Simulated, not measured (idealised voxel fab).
process module | voxel trench capacitor
cross-section cut | 225 nm wide | cells 5 nm
A cross-section is a grid of square cells, given in bands from the top down. A band is one or more rows of cells.
Each band's line starts with the height of the band's top and of its bottom, in nm. Then come its materials from left to right, each with its width in nm. One material with "throughout" fills the band from edge to edge. "air" is empty space.
Height 0 is the level under which the wafer as received is all one material. The lowest band goes on downwards, as in "0 down".
A width such as "30 to 40" changes by the same amount from each row of cells to the next, from the band's top row to its bottom row.
"no change" after a step means that no cell of the cross-section changed.
closed voids: empty space of 8 cells or more with no open way to the top, each as width x height at its distance from the left edge, in nm
after a step's settings: what the simulator itself notes on the step
overlay nm, on a step with a mask: how far to the right of its planned place the mask lay; to the left if negative
plan
1 op RECEIVE | material Si
2 op CONFORMAL_DEP | material SiN | thk nm 5
3 op MASKED_ETCH | tone open | mask id TRENCH | width nm 25 | pitch nm 50 | etch materials SiN | depth nm 5 | overlay nm 0
4 op MASKED_ETCH | tone open | mask id TRENCH | width nm 25 | pitch nm 50 | etch materials Si | depth nm 40 | overlay nm 0
5 op CONFORMAL_DEP | material HfO2 | thk nm 5
6 op CONFORMAL_DEP | material TiN | thk nm 5
7 op FILL_DEP | material W | thk nm 5
8 op CMP | height nm 5
as received, after step 1
  0 down: Si throughout
  closed voids: none
first wafer at the end, as planned
  5 to 0: SiN 25 | HfO2 5 | TiN 5 | W 5 | TiN 5 | HfO2 5 | SiN 25 | HfO2 5 | TiN 5 | W 5 | TiN 5 | HfO2 5 | SiN 25 | HfO2 5 | TiN 5 | W 5 | TiN 5 | HfO2 5 | SiN 25 | HfO2 5 | TiN 5 | W 5 | TiN 5 | HfO2 5 | SiN 25
  0 to -30: Si 25 | HfO2 5 | TiN 5 | W 5 | TiN 5 | HfO2 5 | Si 25 | HfO2 5 | TiN 5 | W 5 | TiN 5 | HfO2 5 | Si 25 | HfO2 5 | TiN 5 | W 5 | TiN 5 | HfO2 5 | Si 25 | HfO2 5 | TiN 5 | W 5 | TiN 5 | HfO2 5 | Si 25
  -30 to -35: Si 25 | HfO2 5 | TiN 15 | HfO2 5 | Si 25 | HfO2 5 | TiN 15 | HfO2 5 | Si 25 | HfO2 5 | TiN 15 | HfO2 5 | Si 25 | HfO2 5 | TiN 15 | HfO2 5 | Si 25
  -35 to -40: Si 25 | HfO2 25 | Si 25 | HfO2 25 | Si 25 | HfO2 25 | Si 25 | HfO2 25 | Si 25
  -40 down: Si throughout
  closed voids: none
second wafer at the end: like start, like plan, one mistake
  5 to 0: SiN 25 | TiN 5 | W 15 | TiN 5 | SiN 25 | TiN 5 | W 15 | TiN 5 | SiN 25 | TiN 5 | W 15 | TiN 5 | SiN 25 | TiN 5 | W 15 | TiN 5 | SiN 25
  0 to -35: Si 25 | TiN 5 | W 15 | TiN 5 | Si 25 | TiN 5 | W 15 | TiN 5 | Si 25 | TiN 5 | W 15 | TiN 5 | Si 25 | TiN 5 | W 15 | TiN 5 | Si 25
  -35 to -40: Si 25 | TiN 25 | Si 25 | TiN 25 | Si 25 | TiN 25 | Si 25 | TiN 25 | Si 25
  -40 down: Si throughout
  closed voids: none
what went wrong: step 5 was left out
at the end the second wafer has, in cells: 84 fewer of HfO2 | 16 more of TiN | 68 more of W
